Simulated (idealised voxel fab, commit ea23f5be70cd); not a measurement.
You're looking at the process module voxel self aligned contacts.
Pictured: cross-section cut, 295 nm wide, on a grid of 5 nm square cells.
Cross-section spec: square-cell grid; bands listed top down; each band is one or more rows.
Band: top and bottom heights (nm) first, top before bottom; then materials from left to right, widths in nm. "full width" marks a sole material filling the band edge to edge. "blank" denotes empty space.
A quick word on heights: they are counted from 0, and under that level the wafer as it came to us is one material throughout. The lowest band is different from the rest in having no bottom; it simply continues downward, written as in "from 0 down".
Graded width ("30->40"): value in top row of band = first number; value in bottom row = second number; row-to-row change constant.
"remains unaltered" means the step left every cell of the cross-section as it was.
Voids, fully enclosed: empty space of 8 cells or more with no open way to the top, each as width x height at its distance from the left edge, in nm
That trailing text on a step's line, after the settings, is the simulator's own remark on the step.
For masked steps, "overlay nm" on the step line gives how far right of plan the mask actually lay; a minus sign means it lay to the left.

**The process steps that were planned are listed below**
1. RECEIVE (material Si)
2. OXIDIZE (depth nm 5)
3. DIRECTIONAL_DEP (material polySi; thk nm 30)
4. DIRECTIONAL_DEP (material SiN; thk nm 20)
5. DIRECTIONAL_DEP (material aC; thk nm 10)
6. PATTERN (tone cover; mask id GATE; material resist; width nm 25; pitch nm 50; thk nm 25; overlay nm 0)
7. DIRECTIONAL_ETCH (etch materials aC; depth nm 10)
8. STRIP (etch materials resist)
9. DIRECTIONAL_ETCH (etch materials SiN; depth nm 20)
10. DIRECTIONAL_ETCH (etch materials polySi; depth nm 30)
11. STRIP (etch materials aC)
12. CONFORMAL_DEP (material SiN; thk nm 5)
13. DIRECTIONAL_ETCH (etch materials SiN; depth nm 5)
14. FILL_DEP (material SiO2; thk nm 15)
15. CMP (height nm 60)
16. DIRECTIONAL_DEP (material aC; thk nm 15)
17. PATTERN (tone open; mask id CONTACT; material resist; width nm 35; pitch nm 50; thk nm 30; overlay nm 0)
18. DIRECTIONAL_ETCH (etch materials aC; depth nm 15)
19. STRIP (etch materials resist)
20. DIRECTIONAL_ETCH (etch materials SiO2; depth nm 65)
21. STRIP (etch materials aC)
22. CONFORMAL_DEP (material TiN; thk nm 5)
23. FILL_DEP (material Ru; thk nm 5)
24. CMP (height nm 60)
25. CONFORMAL_DEP (material SiN; thk nm 5)

**As received (post step 1): cross-section**
* from 0 down  Si full width
* Voids, fully enclosed: none

**Sectioned view, first of two wafers, at the close of the module, processed as intended in the plan**
* from 65 to 60  SiN full width
* from 60 to 50  SiO2: 105 / TiN: 5->15 / Ru: 25->5 / TiN: 5->15 / SiO2: 15 / TiN: 5->15 / Ru: 25->5 / TiN: 5->15 / SiO2: 105
* from 50 to 30  SiO2: 80 / SiN: 35 / TiN: 5 / Ru: 5 / TiN: 5 / SiN: 35 / TiN: 5 / Ru: 5 / TiN: 5 / SiN: 35 / SiO2: 80
* from 30 to 0  SiO2: 80 / SiN: 5 / polySi: 25 / SiN: 5 / TiN: 5 / Ru: 5 / TiN: 5 / SiN: 5 / polySi: 25 / SiN: 5 / TiN: 5 / Ru: 5 / TiN: 5 / SiN: 5 / polySi: 25 / SiN: 5 / SiO2: 80
* from 0 to -5  SiO2: 115 / TiN: 15 / SiO2: 35 / TiN: 15 / SiO2: 115
* from -5 down  Si full width
* Voids, fully enclosed: none

**Cross-sectional view: second of two wafers, end of module; start and plan identical to the first, one mistake in running**
* from 65 to 60  SiN full width
* from 60 to 50  SiO2: 105 / TiN: 5->15 / Ru: 25->5 / TiN: 5->15 / SiO2: 15 / TiN: 5->15 / Ru: 25->5 / TiN: 5->15 / SiO2: 105
* from 50 to 30  SiO2: 80 / SiN: 35 / TiN: 5 / Ru: 5 / TiN: 5 / SiN: 35 / TiN: 5 / Ru: 5 / TiN: 5 / SiN: 35 / SiO2: 80
* from 30 to 5  SiO2: 80 / SiN: 5 / polySi: 25 / SiN: 5 / TiN: 5 / Ru: 5 / TiN: 5 / SiN: 5 / polySi: 25 / SiN: 5 / TiN: 5 / Ru: 5 / TiN: 5 / SiN: 5 / polySi: 25 / SiN: 5 / SiO2: 80
* from 5 to 0  SiO2: 80 / SiN: 5 / polySi: 25 / SiN: 5 / TiN: 15 / SiN: 5 / polySi: 25 / SiN: 5 / TiN: 15 / SiN: 5 / polySi: 25 / SiN: 5 / SiO2: 80
* from 0 down  Si full width
* Voids, fully enclosed: none
Error vs. plan: plan step 2 never ran because it was skipped
Final cells, second wafer relative to first, materials higher or lower: Ru: 2 fewer | Si: 59 more | SiO2: 53 fewer | TiN: 4 fewer
